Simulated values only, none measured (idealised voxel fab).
This section sets out a process module, namely voxel fin reveal.
160 nm wide, 5 nm square cells: that's cross-section cut.
Reading order for cross-sections: top band down to bottom band. Underlying form: a grid of square cells. Band size: one or more rows of cells. A band entry consists of two parts. The first gives the height of the band's top and the height of its bottom, in nm. The rest lists the band's materials from left to right, each with its width in nm. A single material labelled with the word "all across" fills the band from edge to edge, and the word "empty" marks empty space. Where do heights start? At 0: under that level the wafer as delivered is made of one material only. And the lowest band has no floor; it just carries on downward, as in "z 0 and below". Read "30->40" as a graded width: first number on top, second number at the bottom, same change between each pair of neighbouring rows. No cell of the cross-section changed in a step that is given as "nothing different". What "Entrapped void list" gives you is every empty space of 8 cells or more that is cut off from the top. Each appears as width x height at distance, with the distance taken from the left edge and width, height and distance all in nm. Step line, after settings: the simulator's comment on this step. overlay nm, on a step with a mask: how far to the right of its planned place the mask lay; to the left if negative.

# Process steps foreseen in the plan
| 1 | RECEIVE,material Si |
| 2 | CONFORMAL_DEP,material SiN,thk nm 10 |
| 3 | DIRECTIONAL_DEP,material aC,thk nm 15 |
| 4 | PATTERN,tone cover,mask id FINS,material resist,width nm 15,pitch nm 40,thk nm 35,overlay nm -15 |
| 5 | DIRECTIONAL_ETCH,etch materials aC,depth nm 15 |
| 6 | STRIP,etch materials resist |
| 7 | DIRECTIONAL_ETCH,etch materials SiN,depth nm 10 |
| 8 | DIRECTIONAL_ETCH,etch materials Si,depth nm 30 |
| 9 | STRIP,etch materials aC |
| 10 | FILL_DEP,material SiO2,thk nm 15 |
| 11 | CMP,height nm 10 |
| 12 | SELECTIVE_ETCH,etch materials SiO2,depth nm 25 |
| 13 | STRIP,etch materials SiN |
| 14 | CONFORMAL_DEP,material HfO2,thk nm 5 |
Keep in mind the plan's value for the overlay nm of step 4 comes from the first wafer; the wafers don't share that setting, but they do share the same starting point.

# Cross-section of the first of several wafers on receipt, reflecting completion of step 1
* z 0 and below: Si all across
* Entrapped void list: none

# Take any row and you have a wafer at the end of the module: how many cells of each material it has gained (+) or lost (-) since it was received, and then its closed voids
overlay nm -15; +50 HfO2; -138 Si; +69 SiO2; Entrapped void list: none
overlay nm -10; +50 HfO2; -138 Si; +69 SiO2; Entrapped void list: none
overlay nm -5; +50 HfO2; -138 Si; +69 SiO2; Entrapped void list: none
overlay nm 0; +50 HfO2; -138 Si; +69 SiO2; Entrapped void list: none
overlay nm 5; +50 HfO2; -138 Si; +69 SiO2; Entrapped void list: none
overlay nm 10; +50 HfO2; -138 Si; +69 SiO2; Entrapped void list: none
overlay nm 15; +50 HfO2; -138 Si; +69 SiO2; Entrapped void list: none
